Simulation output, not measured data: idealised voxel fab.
Process module heading - voxel self aligned contacts
Square cells of 5 nm make up the cross-section cut, whose width is 240 nm.
If you're reading a cross-section in this doc, picture square cells in a grid; it comes to you as bands, top ones listed first down to the bottom, and a band can be one or more rows of cells.
It is stipulated that each band's entry specify, in nanometres, the height of the top of the band and then that of its bottom, followed by the materials of the band in left-to-right sequence, each together with its width in nanometres. A single material marked by the word "throughout" is understood to fill the band from edge to edge; the word "blank" is understood to denote empty space.
It should be noted that heights are counted from 0, beneath which the wafer as supplied is of one material throughout, and that the lowest band possesses no lower boundary but continues downward, as written in "0..down".
Quick explanation for "30..40": the width changes in equal steps down the rows of cells, from the first number in the band's top row to the second number in its bottom row.
Basically "remains unaltered" means that step didn't change any cell in the cross-section.
Under "Closed voids list" you'll find the enclosed gaps, the ones with no way out to the top, that are 8 cells or bigger; each reads width x height at distance, with distance counted from the left edge, everything in nm.
Formally, on a step line, whatever follows the settings is a remark that the simulator itself makes on the step.
The "overlay nm" setting may appear on a step's line; for a step that uses a mask, it gives how far to the right of its planned position the mask lay, and a negative value indicates the left.

Here's what the planned process steps look like:
1 op RECEIVE | material Si
2 op OXIDIZE | depth nm 5
3 op DIRECTIONAL_DEP | material polySi | thk nm 20
4 op DIRECTIONAL_DEP | material SiN | thk nm 20
5 op PATTERN | tone cover | mask id GATE | material resist | width nm 35 | pitch nm 75 | thk nm 20 | overlay nm 0
6 op DIRECTIONAL_ETCH | etch materials SiN | depth nm 20
7 op DIRECTIONAL_ETCH | etch materials polySi | depth nm 20
8 op STRIP | etch materials resist
9 op CONFORMAL_DEP | material SiN | thk nm 10
10 op DIRECTIONAL_ETCH | etch materials SiN | depth nm 10
11 op FILL_DEP | material SiO2 | thk nm 15
12 op CMP | height nm 45
13 op MASKED_ETCH | tone open | mask id CONTACT | width nm 50 | pitch nm 75 | etch materials SiO2 | depth nm 50 | overlay nm 0
14 op CONFORMAL_DEP | material TiN | thk nm 5
15 op FILL_DEP | material W | thk nm 5
16 op CMP | height nm 45
17 op CONFORMAL_DEP | material SiN | thk nm 5

Wafer cross-section on receipt, i.e. after step 1:
    0..down = Si throughout
    Closed voids list: none

Below is the wafer in cross-section after the module was completed. It began from the starting point shown above and followed the plan shown above, except that one mistake was made while running it:
    50..45 = SiN throughout
    45..40 = SiO2 15, then SiN 55, then TiN 20, then SiN 55, then TiN 20, then SiN 55, then SiO2 20
    40..20 = SiN throughout
    20..0 = polySi throughout
    0..-5 = SiO2 throughout
    -5..down = Si throughout
    Closed voids list: none
Where did the run depart from the plan? step 4 was run twice
